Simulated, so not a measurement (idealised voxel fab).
process module | voxel wiring stack
cross-section cut | 230 nm wide | cells 5 nm
A cross-section is a grid of square cells, given in bands from the top down. A band is one or more rows of cells.
Each band's line starts with the height of the band's top and of its bottom, in nm. Then come its materials from left to right, each with its width in nm. One material with "throughout" fills the band from edge to edge. "air" is empty space.
Height 0 is the level under which the wafer as received is all one material. The lowest band goes on downwards, as in "0 down".
A width such as "30 to 40" changes by the same amount from each row of cells to the next, from the band's top row to its bottom row.
"no change" after a step means that no cell of the cross-section changed.
closed voids: empty space of 8 cells or more with no open way to the top, each as width x height at its distance from the left edge, in nm
after a step's settings: what the simulator itself notes on the step
overlay nm, on a step with a mask: how far to the right of its planned place the mask lay; to the left if negative
plan
1 op RECEIVE | material Si
2 op CONFORMAL_DEP | material SiO2 | thk nm 10
3 op DIRECTIONAL_DEP | material TiN | thk nm 5
4 op DIRECTIONAL_DEP | material Ru | thk nm 25
5 op PATTERN | tone cover | mask id METAL_1 | material resist | width nm 20 | pitch nm 35 | thk nm 15 | overlay nm 0
6 op DIRECTIONAL_ETCH | etch materials Ru | depth nm 25
7 op DIRECTIONAL_ETCH | etch materials TiN | depth nm 5
8 op STRIP | etch materials resist
9 op CONFORMAL_DEP | material SiCN | thk nm 5
10 op FILL_DEP | material SiO2 | thk nm 10
11 op CMP | height nm 40
12 op CONFORMAL_DEP | material SiCN | thk nm 5
13 op DIRECTIONAL_DEP | material SiO2 | thk nm 20
14 op MASKED_ETCH | tone open | mask id PLUG_1 | width nm 15 | pitch nm 70 | etch materials SiO2 | depth nm 20 | overlay nm 0
15 op MASKED_ETCH | tone open | mask id PLUG_1 | width nm 15 | pitch nm 70 | etch materials SiCN | depth nm 5 | overlay nm 0
16 op EPI | material Ru | thk nm 10
17 op EPI | material Ru | thk nm 10
18 op EPI | material Ru | thk nm 5
19 op CONFORMAL_DEP | material SiCN | thk nm 5
20 op DIRECTIONAL_DEP | material SiO2 | thk nm 15
21 op DIRECTIONAL_DEP | material aC | thk nm 10
22 op PATTERN | tone open | mask id METAL_2 | material resist | width nm 20 | pitch nm 35 | thk nm 25 | overlay nm 0
23 op DIRECTIONAL_ETCH | etch materials aC | depth nm 10
24 op STRIP | etch materials resist
25 op DIRECTIONAL_ETCH | etch materials SiO2 | depth nm 15
26 op DIRECTIONAL_ETCH | etch materials SiCN | depth nm 5
27 op STRIP | etch materials aC
28 op CONFORMAL_DEP | material TiN | thk nm 5
29 op FILL_DEP | material Ru | thk nm 10
30 op CMP | height nm 85
31 op CONFORMAL_DEP | material SiCN | thk nm 5
32 op DIRECTIONAL_DEP | material SiO2 | thk nm 20
33 op PATTERN | tone open | mask id PLUG_2 | material resist | width nm 15 | pitch nm 70 | thk nm 20 | overlay nm 0
34 op DIRECTIONAL_ETCH | etch materials SiO2 | depth nm 20
35 op DIRECTIONAL_ETCH | etch materials SiCN | depth nm 5
36 op STRIP | etch materials resist
37 op CONFORMAL_DEP | material TiN | thk nm 5
38 op FILL_DEP | material Ru | thk nm 5
39 op CMP | height nm 110
40 op CONFORMAL_DEP | material SiN | thk nm 5
41 op DIRECTIONAL_DEP | material lowk | thk nm 20
42 op PATTERN | tone open | mask id METAL_3 | material resist | width nm 20 | pitch nm 35 | thk nm 15 | overlay nm 0
43 op DIRECTIONAL_ETCH | etch materials lowk | depth nm 20
44 op DIRECTIONAL_ETCH | etch materials SiN | depth nm 5
45 op STRIP | etch materials resist
46 op CONFORMAL_DEP | material TiN | thk nm 5
47 op FILL_DEP | material Cu | thk nm 5
48 op CMP | height nm 135
49 op CONFORMAL_DEP | material SiCN | thk nm 5
50 op DIRECTIONAL_DEP | material lowk | thk nm 25
51 op MASKED_ETCH | tone open | mask id METAL_4_HOLES | width nm 15 | pitch nm 35 | etch materials lowk | depth nm 25 | overlay nm 0
52 op MASKED_ETCH | tone open | mask id METAL_4 | width nm 20 | pitch nm 35 | etch materials lowk | depth nm 15 | overlay nm 0
53 op MASKED_ETCH | tone open | mask id METAL_4 | width nm 20 | pitch nm 35 | etch materials SiCN | depth nm 5 | overlay nm 0
54 op CONFORMAL_DEP | material TiN | thk nm 5
55 op FILL_DEP | material Cu | thk nm 10
56 op CMP | height nm 165
57 op CONFORMAL_DEP | material SiCN | thk nm 5
first wafer, as planned
as received, after step 1
  0 down: Si throughout
  closed voids: none
after step 2
  10 to 0: SiO2 throughout
  below 0: unchanged
after step 3
  15 to 10: TiN throughout
  below 10: unchanged
after step 4
  40 to 15: Ru throughout
  below 15: unchanged
after step 5
  55 to 40: air 50 | resist 20 | air 15 | resist 20 | air 15 | resist 20 | air 15 | resist 20 | air 55
  below 40: unchanged
after step 6
  55 to 40: air 50 | resist 20 | air 15 | resist 20 | air 15 | resist 20 | air 15 | resist 20 | air 55
  40 to 15: air 50 | Ru 20 | air 15 | Ru 20 | air 15 | Ru 20 | air 15 | Ru 20 | air 55
  below 15: unchanged
after step 7
  55 to 40: air 50 | resist 20 | air 15 | resist 20 | air 15 | resist 20 | air 15 | resist 20 | air 55
  40 to 15: air 50 | Ru 20 | air 15 | Ru 20 | air 15 | Ru 20 | air 15 | Ru 20 | air 55
  15 to 10: air 50 | TiN 20 | air 15 | TiN 20 | air 15 | TiN 20 | air 15 | TiN 20 | air 55
  below 10: unchanged
after step 8
  40 to 15: air 50 | Ru 20 | air 15 | Ru 20 | air 15 | Ru 20 | air 15 | Ru 20 | air 55
  below 15: unchanged
after step 9
  45 to 40: air 45 | SiCN 30 | air 5 | SiCN 30 | air 5 | SiCN 30 | air 5 | SiCN 30 | air 50
  40 to 15: air 45 | SiCN 5 | Ru 20 | SiCN 5 | air 5 | SiCN 5 | Ru 20 | SiCN 5 | air 5 | SiCN 5 | Ru 20 | SiCN 5 | air 5 | SiCN 5 | Ru 20 | SiCN 5 | air 50
  15 to 10: SiCN 50 | TiN 20 | SiCN 15 | TiN 20 | SiCN 15 | TiN 20 | SiCN 15 | TiN 20 | SiCN 55
  below 10: unchanged
after step 10
  55 to 45: SiO2 throughout
  45 to 40: SiO2 45 | SiCN 30 | SiO2 5 | SiCN 30 | SiO2 5 | SiCN 30 | SiO2 5 | SiCN 30 | SiO2 50
  40 to 15: SiO2 45 | SiCN 5 | Ru 20 | SiCN 5 | SiO2 5 | SiCN 5 | Ru 20 | SiCN 5 | SiO2 5 | SiCN 5 | Ru 20 | SiCN 5 | SiO2 5 | SiCN 5 | Ru 20 | SiCN 5 | SiO2 50
  below 15: unchanged
after step 11
  40 to 15: SiO2 45 | SiCN 5 | Ru 20 | SiCN 5 | SiO2 5 | SiCN 5 | Ru 20 | SiCN 5 | SiO2 5 | SiCN 5 | Ru 20 | SiCN 5 | SiO2 5 | SiCN 5 | Ru 20 | SiCN 5 | SiO2 50
  below 15: unchanged
after step 12
  45 to 40: SiCN throughout
  below 40: unchanged
after step 13
  65 to 45: SiO2 throughout
  below 45: unchanged
after step 14
  65 to 45: SiO2 50 | air 15 | SiO2 55 | air 15 | SiO2 95
  below 45: unchanged
after step 15
  65 to 45: SiO2 50 | air 15 | SiO2 55 | air 15 | SiO2 95
  45 to 40: SiCN 50 | air 15 | SiCN 55 | air 15 | SiCN 95
  below 40: unchanged
after step 16
  65 to 50: SiO2 50 | air 15 | SiO2 55 | air 15 | SiO2 95
  50 to 45: SiO2 50 | Ru 15 | SiO2 55 | Ru 15 | SiO2 95
  45 to 40: SiCN 50 | Ru 15 | SiCN 55 | Ru 15 | SiCN 95
  below 40: unchanged
after step 17
  65 to 60: SiO2 50 | air 15 | SiO2 55 | air 15 | SiO2 95
  60 to 45: SiO2 50 | Ru 15 | SiO2 55 | Ru 15 | SiO2 95
  below 45: unchanged
after step 18
  65 to 45: SiO2 50 | Ru 15 | SiO2 55 | Ru 15 | SiO2 95
  below 45: unchanged
after step 19
  70 to 65: SiCN throughout
  below 65: unchanged
after step 20
  85 to 70: SiO2 throughout
  below 70: unchanged
after step 21
  95 to 85: aC throughout
  below 85: unchanged
after step 22
  120 to 95: resist 50 | air 20 | resist 15 | air 20 | resist 15 | air 20 | resist 15 | air 20 | resist 55
  below 95: unchanged
after step 23
  110 to 95: resist 50 | air 20 | resist 15 | air 20 | resist 15 | air 20 | resist 15 | air 20 | resist 55
  95 to 85: aC 50 | air 20 | aC 15 | air 20 | aC 15 | air 20 | aC 15 | air 20 | aC 55
  below 85: unchanged
after step 24
  95 to 85: aC 50 | air 20 | aC 15 | air 20 | aC 15 | air 20 | aC 15 | air 20 | aC 55
  below 85: unchanged
after step 25
  95 to 85: aC 50 | air 20 | aC 15 | air 20 | aC 15 | air 20 | aC 15 | air 20 | aC 55
  85 to 70: SiO2 50 | air 20 | SiO2 15 | air 20 | SiO2 15 | air 20 | SiO2 15 | air 20 | SiO2 55
  below 70: unchanged
after step 26
  95 to 85: aC 50 | air 20 | aC 15 | air 20 | aC 15 | air 20 | aC 15 | air 20 | aC 55
  85 to 70: SiO2 50 | air 20 | SiO2 15 | air 20 | SiO2 15 | air 20 | SiO2 15 | air 20 | SiO2 55
  70 to 65: SiCN 50 | air 20 | SiCN 15 | air 20 | SiCN 15 | air 20 | SiCN 15 | air 20 | SiCN 55
  below 65: unchanged
after step 27
  85 to 70: SiO2 50 | air 20 | SiO2 15 | air 20 | SiO2 15 | air 20 | SiO2 15 | air 20 | SiO2 55
  below 70: unchanged
after step 28
  90 to 85: TiN 55 | air 10 | TiN 25 | air 10 | TiN 25 | air 10 | TiN 25 | air 10 | TiN 60
  85 to 70: SiO2 50 | TiN 5 | air 10 | TiN 5 | SiO2 15 | TiN 5 | air 10 | TiN 5 | SiO2 15 | TiN 5 | air 10 | TiN 5 | SiO2 15 | TiN 5 | air 10 | TiN 5 | SiO2 55
  70 to 65: SiCN 50 | TiN 20 | SiCN 15 | TiN 20 | SiCN 15 | TiN 20 | SiCN 15 | TiN 20 | SiCN 55
  below 65: unchanged
after step 29
  100 to 90: Ru throughout
  90 to 85: TiN 55 | Ru 10 | TiN 25 | Ru 10 | TiN 25 | Ru 10 | TiN 25 | Ru 10 | TiN 60
  85 to 70: SiO2 50 | TiN 5 | Ru 10 | TiN 5 | SiO2 15 | TiN 5 | Ru 10 | TiN 5 | SiO2 15 | TiN 5 | Ru 10 | TiN 5 | SiO2 15 | TiN 5 | Ru 10 | TiN 5 | SiO2 55
  below 70: unchanged
after step 30
  85 to 70: SiO2 50 | TiN 5 | Ru 10 | TiN 5 | SiO2 15 | TiN 5 | Ru 10 | TiN 5 | SiO2 15 | TiN 5 | Ru 10 | TiN 5 | SiO2 15 | TiN 5 | Ru 10 | TiN 5 | SiO2 55
  below 70: unchanged
after step 31
  90 to 85: SiCN throughout
  below 85: unchanged
after step 32
  110 to 90: SiO2 throughout
  below 90: unchanged
after step 33
  130 to 110: resist 50 | air 15 | resist 55 | air 15 | resist 95
  below 110: unchanged
after step 34
  130 to 110: resist 50 | air 15 | resist 55 | air 15 | resist 95
  110 to 90: SiO2 50 | air 15 | SiO2 55 | air 15 | SiO2 95
  below 90: unchanged
after step 35
  130 to 110: resist 50 | air 15 | resist 55 | air 15 | resist 95
  110 to 90: SiO2 50 | air 15 | SiO2 55 | air 15 | SiO2 95
  90 to 85: SiCN 50 | air 15 | SiCN 55 | air 15 | SiCN 95
  below 85: unchanged
after step 36
  110 to 90: SiO2 50 | air 15 | SiO2 55 | air 15 | SiO2 95
  below 90: unchanged
after step 37
  115 to 110: TiN 55 | air 5 | TiN 65 | air 5 | TiN 100
  110 to 90: SiO2 50 | TiN 5 | air 5 | TiN 5 | SiO2 55 | TiN 5 | air 5 | TiN 5 | SiO2 95
  90 to 85: SiCN 50 | TiN 15 | SiCN 55 | TiN 15 | SiCN 95
  below 85: unchanged
after step 38
  120 to 115: Ru throughout
  115 to 110: TiN 55 | Ru 5 | TiN 65 | Ru 5 | TiN 100
  110 to 90: SiO2 50 | TiN 5 | Ru 5 | TiN 5 | SiO2 55 | TiN 5 | Ru 5 | TiN 5 | SiO2 95
  below 90: unchanged
after step 39
  110 to 90: SiO2 50 | TiN 5 | Ru 5 | TiN 5 | SiO2 55 | TiN 5 | Ru 5 | TiN 5 | SiO2 95
  below 90: unchanged
after step 40
  115 to 110: SiN throughout
  below 110: unchanged
after step 41
  135 to 115: lowk throughout
  below 115: unchanged
after step 42
  150 to 135: resist 50 | air 20 | resist 15 | air 20 | resist 15 | air 20 | resist 15 | air 20 | resist 55
  below 135: unchanged
after step 43
  150 to 135: resist 50 | air 20 | resist 15 | air 20 | resist 15 | air 20 | resist 15 | air 20 | resist 55
  135 to 115: lowk 50 | air 20 | lowk 15 | air 20 | lowk 15 | air 20 | lowk 15 | air 20 | lowk 55
  below 115: unchanged
after step 44
  150 to 135: resist 50 | air 20 | resist 15 | air 20 | resist 15 | air 20 | resist 15 | air 20 | resist 55
  135 to 115: lowk 50 | air 20 | lowk 15 | air 20 | lowk 15 | air 20 | lowk 15 | air 20 | lowk 55
  115 to 110: SiN 50 | air 20 | SiN 15 | air 20 | SiN 15 | air 20 | SiN 15 | air 20 | SiN 55
  below 110: unchanged
after step 45
  135 to 115: lowk 50 | air 20 | lowk 15 | air 20 | lowk 15 | air 20 | lowk 15 | air 20 | lowk 55
  below 115: unchanged
after step 46
  140 to 135: TiN 55 | air 10 | TiN 25 | air 10 | TiN 25 | air 10 | TiN 25 | air 10 | TiN 60
  135 to 115: lowk 50 | TiN 5 | air 10 | TiN 5 | lowk 15 | TiN 5 | air 10 | TiN 5 | lowk 15 | TiN 5 | air 10 | TiN 5 | lowk 15 | TiN 5 | air 10 | TiN 5 | lowk 55
  115 to 110: SiN 50 | TiN 20 | SiN 15 | TiN 20 | SiN 15 | TiN 20 | SiN 15 | TiN 20 | SiN 55
  below 110: unchanged
after step 47
  145 to 140: Cu throughout
  140 to 135: TiN 55 | Cu 10 | TiN 25 | Cu 10 | TiN 25 | Cu 10 | TiN 25 | Cu 10 | TiN 60
  135 to 115: lowk 50 | TiN 5 | Cu 10 | TiN 5 | lowk 15 | TiN 5 | Cu 10 | TiN 5 | lowk 15 | TiN 5 | Cu 10 | TiN 5 | lowk 15 | TiN 5 | Cu 10 | TiN 5 | lowk 55
  below 115: unchanged
after step 48
  135 to 115: lowk 50 | TiN 5 | Cu 10 | TiN 5 | lowk 15 | TiN 5 | Cu 10 | TiN 5 | lowk 15 | TiN 5 | Cu 10 | TiN 5 | lowk 15 | TiN 5 | Cu 10 | TiN 5 | lowk 55
  below 115: unchanged
after step 49
  140 to 135: SiCN throughout
  below 135: unchanged
after step 50
  165 to 140: lowk throughout
  below 140: unchanged
after step 51
  165 to 140: lowk 50 | air 15 | lowk 20 | air 15 | lowk 20 | air 15 | lowk 20 | air 15 | lowk 60
  below 140: unchanged
after step 52
  165 to 150: lowk 50 | air 20 | lowk 15 | air 20 | lowk 15 | air 20 | lowk 15 | air 20 | lowk 55
  below 150: unchanged
after step 53
  165 to 150: lowk 50 | air 20 | lowk 15 | air 20 | lowk 15 | air 20 | lowk 15 | air 20 | lowk 55
  150 to 140: lowk 50 | air 15 | lowk 20 | air 15 | lowk 20 | air 15 | lowk 20 | air 15 | lowk 60
  140 to 135: SiCN 50 | air 15 | SiCN 20 | air 15 | SiCN 20 | air 15 | SiCN 20 | air 15 | SiCN 60
  below 135: unchanged
after step 54
  170 to 165: TiN 55 | air 10 | TiN 25 | air 10 | TiN 25 | air 10 | TiN 25 | air 10 | TiN 60
  165 to 155: lowk 50 | TiN 5 | air 10 | TiN 5 | lowk 15 | TiN 5 | air 10 | TiN 5 | lowk 15 | TiN 5 | air 10 | TiN 5 | lowk 15 | TiN 5 | air 10 | TiN 5 | lowk 55
  155 to 150: lowk 50 | TiN 5 | air 5 | TiN 10 | lowk 15 | TiN 5 | air 5 | TiN 10 | lowk 15 | TiN 5 | air 5 | TiN 10 | lowk 15 | TiN 5 | air 5 | TiN 10 | lowk 55
  150 to 140: lowk 50 | TiN 5 | air 5 | TiN 5 | lowk 20 | TiN 5 | air 5 | TiN 5 | lowk 20 | TiN 5 | air 5 | TiN 5 | lowk 20 | TiN 5 | air 5 | TiN 5 | lowk 60
  140 to 135: SiCN 50 | TiN 15 | SiCN 20 | TiN 15 | SiCN 20 | TiN 15 | SiCN 20 | TiN 15 | SiCN 60
  below 135: unchanged
after step 55
  180 to 170: Cu throughout
  170 to 165: TiN 55 | Cu 10 | TiN 25 | Cu 10 | TiN 25 | Cu 10 | TiN 25 | Cu 10 | TiN 60
  165 to 155: lowk 50 | TiN 5 | Cu 10 | TiN 5 | lowk 15 | TiN 5 | Cu 10 | TiN 5 | lowk 15 | TiN 5 | Cu 10 | TiN 5 | lowk 15 | TiN 5 | Cu 10 | TiN 5 | lowk 55
  155 to 150: lowk 50 | TiN 5 | Cu 5 | TiN 10 | lowk 15 | TiN 5 | Cu 5 | TiN 10 | lowk 15 | TiN 5 | Cu 5 | TiN 10 | lowk 15 | TiN 5 | Cu 5 | TiN 10 | lowk 55
  150 to 140: lowk 50 | TiN 5 | Cu 5 | TiN 5 | lowk 20 | TiN 5 | Cu 5 | TiN 5 | lowk 20 | TiN 5 | Cu 5 | TiN 5 | lowk 20 | TiN 5 | Cu 5 | TiN 5 | lowk 60
  below 140: unchanged
after step 56
  165 to 155: lowk 50 | TiN 5 | Cu 10 | TiN 5 | lowk 15 | TiN 5 | Cu 10 | TiN 5 | lowk 15 | TiN 5 | Cu 10 | TiN 5 | lowk 15 | TiN 5 | Cu 10 | TiN 5 | lowk 55
  below 155: unchanged
after step 57
  170 to 165: SiCN throughout
  below 165: unchanged
second wafer: like start, like plan, one mistake. Through step 13 it matches the first wafer
when step 14 should have ended
  65 to 45: SiO2 50 | air 20 | SiO2 50 | air 20 | SiO2 90
  below 45: unchanged
when step 15 should have ended
  65 to 45: SiO2 50 | air 20 | SiO2 50 | air 20 | SiO2 90
  45 to 40: SiCN 50 | air 15 | SiCN 55 | air 15 | SiCN 95
  below 40: unchanged
when step 16 should have ended
  65 to 50: SiO2 50 | air 20 | SiO2 50 | air 20 | SiO2 90
  50 to 45: SiO2 50 | Ru 20 | SiO2 50 | Ru 20 | SiO2 90
  45 to 40: SiCN 50 | Ru 15 | SiCN 55 | Ru 15 | SiCN 95
  below 40: unchanged
when step 17 should have ended
  65 to 60: SiO2 50 | air 20 | SiO2 50 | air 20 | SiO2 90
  60 to 45: SiO2 50 | Ru 20 | SiO2 50 | Ru 20 | SiO2 90
  below 45: unchanged
when step 18 should have ended
  65 to 45: SiO2 50 | Ru 20 | SiO2 50 | Ru 20 | SiO2 90
  below 45: unchanged
when step 19 should have ended
  70 to 65: SiCN throughout
  below 65: unchanged
when step 20 should have ended
  85 to 70: SiO2 throughout
  below 70: unchanged
when step 21 should have ended
  95 to 85: aC throughout
  below 85: unchanged
when step 22 should have ended
  120 to 95: resist 50 | air 20 | resist 15 | air 20 | resist 15 | air 20 | resist 15 | air 20 | resist 55
  below 95: unchanged
when step 23 should have ended
  110 to 95: resist 50 | air 20 | resist 15 | air 20 | resist 15 | air 20 | resist 15 | air 20 | resist 55
  95 to 85: aC 50 | air 20 | aC 15 | air 20 | aC 15 | air 20 | aC 15 | air 20 | aC 55
  below 85: unchanged
when step 24 should have ended
  95 to 85: aC 50 | air 20 | aC 15 | air 20 | aC 15 | air 20 | aC 15 | air 20 | aC 55
  below 85: unchanged
when step 25 should have ended
  95 to 85: aC 50 | air 20 | aC 15 | air 20 | aC 15 | air 20 | aC 15 | air 20 | aC 55
  85 to 70: SiO2 50 | air 20 | SiO2 15 | air 20 | SiO2 15 | air 20 | SiO2 15 | air 20 | SiO2 55
  below 70: unchanged
when step 26 should have ended
  95 to 85: aC 50 | air 20 | aC 15 | air 20 | aC 15 | air 20 | aC 15 | air 20 | aC 55
  85 to 70: SiO2 50 | air 20 | SiO2 15 | air 20 | SiO2 15 | air 20 | SiO2 15 | air 20 | SiO2 55
  70 to 65: SiCN 50 | air 20 | SiCN 15 | air 20 | SiCN 15 | air 20 | SiCN 15 | air 20 | SiCN 55
  below 65: unchanged
when step 27 should have ended
  85 to 70: SiO2 50 | air 20 | SiO2 15 | air 20 | SiO2 15 | air 20 | SiO2 15 | air 20 | SiO2 55
  below 70: unchanged
when step 28 should have ended
  90 to 85: TiN 55 | air 10 | TiN 25 | air 10 | TiN 25 | air 10 | TiN 25 | air 10 | TiN 60
  85 to 70: SiO2 50 | TiN 5 | air 10 | TiN 5 | SiO2 15 | TiN 5 | air 10 | TiN 5 | SiO2 15 | TiN 5 | air 10 | TiN 5 | SiO2 15 | TiN 5 | air 10 | TiN 5 | SiO2 55
  70 to 65: SiCN 50 | TiN 20 | SiCN 15 | TiN 20 | SiCN 15 | TiN 20 | SiCN 15 | TiN 20 | SiCN 55
  below 65: unchanged
when step 29 should have ended
  100 to 90: Ru throughout
  90 to 85: TiN 55 | Ru 10 | TiN 25 | Ru 10 | TiN 25 | Ru 10 | TiN 25 | Ru 10 | TiN 60
  85 to 70: SiO2 50 | TiN 5 | Ru 10 | TiN 5 | SiO2 15 | TiN 5 | Ru 10 | TiN 5 | SiO2 15 | TiN 5 | Ru 10 | TiN 5 | SiO2 15 | TiN 5 | Ru 10 | TiN 5 | SiO2 55
  below 70: unchanged
when step 30 should have ended
  85 to 70: SiO2 50 | TiN 5 | Ru 10 | TiN 5 | SiO2 15 | TiN 5 | Ru 10 | TiN 5 | SiO2 15 | TiN 5 | Ru 10 | TiN 5 | SiO2 15 | TiN 5 | Ru 10 | TiN 5 | SiO2 55
  below 70: unchanged
when step 31 should have ended
  90 to 85: SiCN throughout
  below 85: unchanged
when step 32 should have ended
  110 to 90: SiO2 throughout
  below 90: unchanged
when step 33 should have ended
  130 to 110: resist 50 | air 15 | resist 55 | air 15 | resist 95
  below 110: unchanged
when step 34 should have ended
  130 to 110: resist 50 | air 15 | resist 55 | air 15 | resist 95
  110 to 90: SiO2 50 | air 15 | SiO2 55 | air 15 | SiO2 95
  below 90: unchanged
when step 35 should have ended
  130 to 110: resist 50 | air 15 | resist 55 | air 15 | resist 95
  110 to 90: SiO2 50 | air 15 | SiO2 55 | air 15 | SiO2 95
  90 to 85: SiCN 50 | air 15 | SiCN 55 | air 15 | SiCN 95
  below 85: unchanged
when step 36 should have ended
  110 to 90: SiO2 50 | air 15 | SiO2 55 | air 15 | SiO2 95
  below 90: unchanged
when step 37 should have ended
  115 to 110: TiN 55 | air 5 | TiN 65 | air 5 | TiN 100
  110 to 90: SiO2 50 | TiN 5 | air 5 | TiN 5 | SiO2 55 | TiN 5 | air 5 | TiN 5 | SiO2 95
  90 to 85: SiCN 50 | TiN 15 | SiCN 55 | TiN 15 | SiCN 95
  below 85: unchanged
when step 38 should have ended
  120 to 115: Ru throughout
  115 to 110: TiN 55 | Ru 5 | TiN 65 | Ru 5 | TiN 100
  110 to 90: SiO2 50 | TiN 5 | Ru 5 | TiN 5 | SiO2 55 | TiN 5 | Ru 5 | TiN 5 | SiO2 95
  below 90: unchanged
when step 39 should have ended
  110 to 90: SiO2 50 | TiN 5 | Ru 5 | TiN 5 | SiO2 55 | TiN 5 | Ru 5 | TiN 5 | SiO2 95
  below 90: unchanged
when step 40 should have ended
  115 to 110: SiN throughout
  below 110: unchanged
when step 41 should have ended
  135 to 115: lowk throughout
  below 115: unchanged
when step 42 should have ended
  150 to 135: resist 50 | air 20 | resist 15 | air 20 | resist 15 | air 20 | resist 15 | air 20 | resist 55
  below 135: unchanged
when step 43 should have ended
  150 to 135: resist 50 | air 20 | resist 15 | air 20 | resist 15 | air 20 | resist 15 | air 20 | resist 55
  135 to 115: lowk 50 | air 20 | lowk 15 | air 20 | lowk 15 | air 20 | lowk 15 | air 20 | lowk 55
  below 115: unchanged
when step 44 should have ended
  150 to 135: resist 50 | air 20 | resist 15 | air 20 | resist 15 | air 20 | resist 15 | air 20 | resist 55
  135 to 115: lowk 50 | air 20 | lowk 15 | air 20 | lowk 15 | air 20 | lowk 15 | air 20 | lowk 55
  115 to 110: SiN 50 | air 20 | SiN 15 | air 20 | SiN 15 | air 20 | SiN 15 | air 20 | SiN 55
  below 110: unchanged
when step 45 should have ended
  135 to 115: lowk 50 | air 20 | lowk 15 | air 20 | lowk 15 | air 20 | lowk 15 | air 20 | lowk 55
  below 115: unchanged
when step 46 should have ended
  140 to 135: TiN 55 | air 10 | TiN 25 | air 10 | TiN 25 | air 10 | TiN 25 | air 10 | TiN 60
  135 to 115: lowk 50 | TiN 5 | air 10 | TiN 5 | lowk 15 | TiN 5 | air 10 | TiN 5 | lowk 15 | TiN 5 | air 10 | TiN 5 | lowk 15 | TiN 5 | air 10 | TiN 5 | lowk 55
  115 to 110: SiN 50 | TiN 20 | SiN 15 | TiN 20 | SiN 15 | TiN 20 | SiN 15 | TiN 20 | SiN 55
  below 110: unchanged
when step 47 should have ended
  145 to 140: Cu throughout
  140 to 135: TiN 55 | Cu 10 | TiN 25 | Cu 10 | TiN 25 | Cu 10 | TiN 25 | Cu 10 | TiN 60
  135 to 115: lowk 50 | TiN 5 | Cu 10 | TiN 5 | lowk 15 | TiN 5 | Cu 10 | TiN 5 | lowk 15 | TiN 5 | Cu 10 | TiN 5 | lowk 15 | TiN 5 | Cu 10 | TiN 5 | lowk 55
  below 115: unchanged
when step 48 should have ended
  135 to 115: lowk 50 | TiN 5 | Cu 10 | TiN 5 | lowk 15 | TiN 5 | Cu 10 | TiN 5 | lowk 15 | TiN 5 | Cu 10 | TiN 5 | lowk 15 | TiN 5 | Cu 10 | TiN 5 | lowk 55
  below 115: unchanged
when step 49 should have ended
  140 to 135: SiCN throughout
  below 135: unchanged
when step 50 should have ended
  165 to 140: lowk throughout
  below 140: unchanged
when step 51 should have ended
  165 to 140: lowk 50 | air 15 | lowk 20 | air 15 | lowk 20 | air 15 | lowk 20 | air 15 | lowk 60
  below 140: unchanged
when step 52 should have ended
  165 to 150: lowk 50 | air 20 | lowk 15 | air 20 | lowk 15 | air 20 | lowk 15 | air 20 | lowk 55
  below 150: unchanged
when step 53 should have ended
  165 to 150: lowk 50 | air 20 | lowk 15 | air 20 | lowk 15 | air 20 | lowk 15 | air 20 | lowk 55
  150 to 140: lowk 50 | air 15 | lowk 20 | air 15 | lowk 20 | air 15 | lowk 20 | air 15 | lowk 60
  140 to 135: SiCN 50 | air 15 | SiCN 20 | air 15 | SiCN 20 | air 15 | SiCN 20 | air 15 | SiCN 60
  below 135: unchanged
when step 54 should have ended
  170 to 165: TiN 55 | air 10 | TiN 25 | air 10 | TiN 25 | air 10 | TiN 25 | air 10 | TiN 60
  165 to 155: lowk 50 | TiN 5 | air 10 | TiN 5 | lowk 15 | TiN 5 | air 10 | TiN 5 | lowk 15 | TiN 5 | air 10 | TiN 5 | lowk 15 | TiN 5 | air 10 | TiN 5 | lowk 55
  155 to 150: lowk 50 | TiN 5 | air 5 | TiN 10 | lowk 15 | TiN 5 | air 5 | TiN 10 | lowk 15 | TiN 5 | air 5 | TiN 10 | lowk 15 | TiN 5 | air 5 | TiN 10 | lowk 55
  150 to 140: lowk 50 | TiN 5 | air 5 | TiN 5 | lowk 20 | TiN 5 | air 5 | TiN 5 | lowk 20 | TiN 5 | air 5 | TiN 5 | lowk 20 | TiN 5 | air 5 | TiN 5 | lowk 60
  140 to 135: SiCN 50 | TiN 15 | SiCN 20 | TiN 15 | SiCN 20 | TiN 15 | SiCN 20 | TiN 15 | SiCN 60
  below 135: unchanged
when step 55 should have ended
  180 to 170: Cu throughout
  170 to 165: TiN 55 | Cu 10 | TiN 25 | Cu 10 | TiN 25 | Cu 10 | TiN 25 | Cu 10 | TiN 60
  165 to 155: lowk 50 | TiN 5 | Cu 10 | TiN 5 | lowk 15 | TiN 5 | Cu 10 | TiN 5 | lowk 15 | TiN 5 | Cu 10 | TiN 5 | lowk 15 | TiN 5 | Cu 10 | TiN 5 | lowk 55
  155 to 150: lowk 50 | TiN 5 | Cu 5 | TiN 10 | lowk 15 | TiN 5 | Cu 5 | TiN 10 | lowk 15 | TiN 5 | Cu 5 | TiN 10 | lowk 15 | TiN 5 | Cu 5 | TiN 10 | lowk 55
  150 to 140: lowk 50 | TiN 5 | Cu 5 | TiN 5 | lowk 20 | TiN 5 | Cu 5 | TiN 5 | lowk 20 | TiN 5 | Cu 5 | TiN 5 | lowk 20 | TiN 5 | Cu 5 | TiN 5 | lowk 60
  below 140: unchanged
when step 56 should have ended
  165 to 155: lowk 50 | TiN 5 | Cu 10 | TiN 5 | lowk 15 | TiN 5 | Cu 10 | TiN 5 | lowk 15 | TiN 5 | Cu 10 | TiN 5 | lowk 15 | TiN 5 | Cu 10 | TiN 5 | lowk 55
  below 155: unchanged
when step 57 should have ended
  170 to 165: SiCN throughout
  below 165: unchanged
what went wrong: step 14 ran as: op MASKED_ETCH | tone open | mask id PLUG_1 | width nm 20 | pitch nm 70 | etch materials SiO2 | depth nm 20 | overlay nm 0
at the end the second wafer has, in cells: 8 more of Ru | 8 fewer of SiO2
